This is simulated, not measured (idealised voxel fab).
process module | voxel ribs on slabs
cross-section cut | 155 nm wide | cells 5 nm
A cross-section is a grid of square cells, given in bands from the top down. A band is one or more rows of cells.
Each band's line starts with the height of the band's top and of its bottom, in nm. Then come its materials from left to right, each with its width in nm. One material with "throughout" fills the band from edge to edge. "air" is empty space.
Height 0 is the level under which the wafer as received is all one material. The lowest band goes on downwards, as in "0 down".
A width such as "30 to 40" changes by the same amount from each row of cells to the next, from the band's top row to its bottom row.
"no change" after a step means that no cell of the cross-section changed.
closed voids: empty space of 8 cells or more with no open way to the top, each as width x height at its distance from the left edge, in nm
after a step's settings: what the simulator itself notes on the step
overlay nm, on a step with a mask: how far to the right of its planned place the mask lay; to the left if negative
plan
1 op RECEIVE | material Si
2 op DIRECTIONAL_DEP | material SiO2 | thk nm 25
3 op DIRECTIONAL_DEP | material SiN | thk nm 15
4 op PATTERN | tone cover | mask id RIB | material resist | width nm 15 | thk nm 15 | overlay nm 0
5 op DIRECTIONAL_ETCH | etch materials SiN | depth nm 10
6 op STRIP | etch materials resist
7 op MASKED_ETCH | tone cover | mask id SLAB | width nm 65 | etch materials SiN | depth nm 5 | overlay nm 0
8 op FILL_DEP | material SiO2 | thk nm 20
9 op CMP | height nm 55
10 op DIRECTIONAL_DEP | material W | thk nm 10
11 op MASKED_ETCH | tone cover | mask id HEATER | width nm 25 | etch materials W | depth nm 10 | overlay nm 0
12 op CONFORMAL_DEP | material SiO2 | thk nm 10
as received, after step 1
  0 down: Si throughout
  closed voids: none
a wafer at the end: this start, this plan, one mistake
  75 to 65: air 55 | SiO2 45 | air 55
  65 to 55: SiO2 65 | W 25 | SiO2 65
  55 to 40: SiO2 throughout
  40 to 30: SiO2 70 | SiN 15 | SiO2 70
  30 to 25: SiO2 50 | SiN 60 | SiO2 45
  25 to 0: SiO2 throughout
  0 down: Si throughout
  closed voids: none
what went wrong: step 7 ran as: op MASKED_ETCH | tone cover | mask id SLAB | width nm 60 | etch materials SiN | depth nm 5 | overlay nm 0
